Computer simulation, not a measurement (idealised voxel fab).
voxel trench capacitor: a process module
Square cells of 5 nm make up the cross-section cut, whose width is 290 nm.
Think of the cross-section as a grid of square cells. We describe it in bands, top to bottom, and each band covers one or more rows of those cells.
The band entry comprises the height of the band's top followed by the height of its bottom, expressed in nm, and subsequently the band's materials from left to right, each stated together with its width in nm. Where a single material is marked with the word "all across", that material fills the band from edge to edge. The word "blank" represents empty space.
For the purposes of this specification, 0 denotes the height below which the wafer in its as-received condition is composed wholly of one material, and the lowermost band, lacking a lower limit, extends downward without end, as expressed in "from 0 down".
Graded width ("30..40"): value in top row of band = first number; value in bottom row = second number; row-to-row change constant.
The cross-section has no changed cell in any step marked "remained the same".
The list in "Cavities, closed" covers empty spaces of 8 cells or more that cannot reach the top through any open way, and it gives each as width x height at distance; the distance is from the left edge, and width, height and distance are in nm.
Text after the settings on a step's line: the simulator's own remark on that step.
overlay nm: for a step with a mask, the amount by which the mask lay right of where it was planned; a negative amount means left of it.

So here's the lineup of process steps we planned
1 RECEIVE (material Si)
2 CONFORMAL_DEP (material SiN; thk nm 5)
3 DIRECTIONAL_DEP (material aC; thk nm 15)
4 PATTERN (tone open; mask id TRENCH; material resist; width nm 20; pitch nm 35; thk nm 30; overlay nm 0)
5 DIRECTIONAL_ETCH (etch materials aC; depth nm 15)
6 STRIP (etch materials resist)
7 DIRECTIONAL_ETCH (etch materials SiN; depth nm 5)
8 DIRECTIONAL_ETCH (etch materials Si; depth nm 30)
9 STRIP (etch materials aC)
10 CONFORMAL_DEP (material Al2O3; thk nm 5)
11 FILL_DEP (material polySi; thk nm 10)
12 CMP (height nm 5)

Shown in cross-section is the wafer as received, that is, as it stands after step 1
> from 0 down | Si all across
> Cavities, closed: none

Module complete, cross-section. Starting point and plan per above. One mistake made in running the module
> from 5 to 0 | SiN: 115 / Al2O3: 5 / polySi: 10 / Al2O3: 5 / SiN: 15 / Al2O3: 5 / polySi: 10 / Al2O3: 5 / SiN: 120
> from 0 to -55 | Si: 115 / Al2O3: 5 / polySi: 10 / Al2O3: 5 / Si: 15 / Al2O3: 5 / polySi: 10 / Al2O3: 5 / Si: 120
> from -55 to -60 | Si: 115 / Al2O3: 20 / Si: 15 / Al2O3: 20 / Si: 120
> from -60 down | Si all across
> Cavities, closed: none
What broke from the plan during processing? step 8 of the plan was twice carried out
